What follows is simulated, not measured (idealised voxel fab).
voxel released beams: a process module
Each square cell in cross-section cut measures 5 nm, and the section as a whole is 195 nm wide.
Cross-section = grid of square cells, listed top down in bands; band = one or more rows. Heads up on the band format: heights come first, top then bottom, in nm. After that it's the materials left to right, each with its width in nm. A single material flagged "full width" fills the whole band edge to edge, and "empty" means there's empty space there. A quick word on heights: they are counted from 0, and under that level the wafer as it came to us is one material throughout. The lowest band is different from the rest in having no bottom; it simply continues downward, written as in "z 0 and below". With a width like "30..40", each row of cells in the band differs from the next by the same amount, the top row carrying the first number and the bottom row the second. "remained the same" -> step changed no cross-section cell. "Sealed internal cavities" - sealed voids, min. 8 cells, no opening to top; format: width x height at distance (distance from left edge; nm throughout). Text after the settings on a step's line: the simulator's own remark on that step. On any step carrying a mask, the "overlay nm" setting, if present on the step's line, tells how far right of its planned place the mask lay; negative values point to the left.
-- plan
- 1: RECEIVE (material Si)
- 2: CONFORMAL_DEP (material SiN; thk nm 5)
- 3: DIRECTIONAL_DEP (material SiO2; thk nm 15)
- 4: DIRECTIONAL_DEP (material aC; thk nm 10)
- 5: PATTERN (tone open; mask id ANCHOR; material resist; width nm 35; thk nm 30; overlay nm 0)
- 6: DIRECTIONAL_ETCH (etch materials aC; depth nm 10)
- 7: STRIP (etch materials resist)
- 8: DIRECTIONAL_ETCH (etch materials SiO2; depth nm 15)
- 9: STRIP (etch materials aC)
- 10: CONFORMAL_DEP (material polySi; thk nm 15)
- 11: MASKED_ETCH (tone cover; mask id BEAM; width nm 120; etch materials polySi; depth nm 15; overlay nm 0)
- 12: STRIP (etch materials SiO2)
-- So this is the incoming wafer in cross-section - it's already been through step 1
* z 0 and below | Si full width
* Sealed internal cavities: none
-- Looking at the first of two wafers in cross-section at end of module - ran to plan
* z 35 to 20 | empty 35 nm | polySi 20 nm | empty 5 nm | polySi 95 nm | empty 40 nm
* z 20 to 5 | empty 40 nm | polySi 35 nm | empty 120 nm
* z 5 to 0 | SiN full width
* z 0 and below | Si full width
* Sealed internal cavities: none
-- Module end: cross-section of wafer two of two. Same start and process plan as the first wafer. One mistake during execution
* z 30 to 15 | empty 35 nm | polySi 20 nm | empty 5 nm | polySi 95 nm | empty 40 nm
* z 15 to 0 | empty 40 nm | polySi 35 nm | empty 120 nm
* z 0 and below | Si full width
* Sealed internal cavities: none
Processing error: step 2 of the plan was excluded from execution and never run
Final difference in cells, second wafer against first, listed per material as more or fewer: SiN: 39 fewer
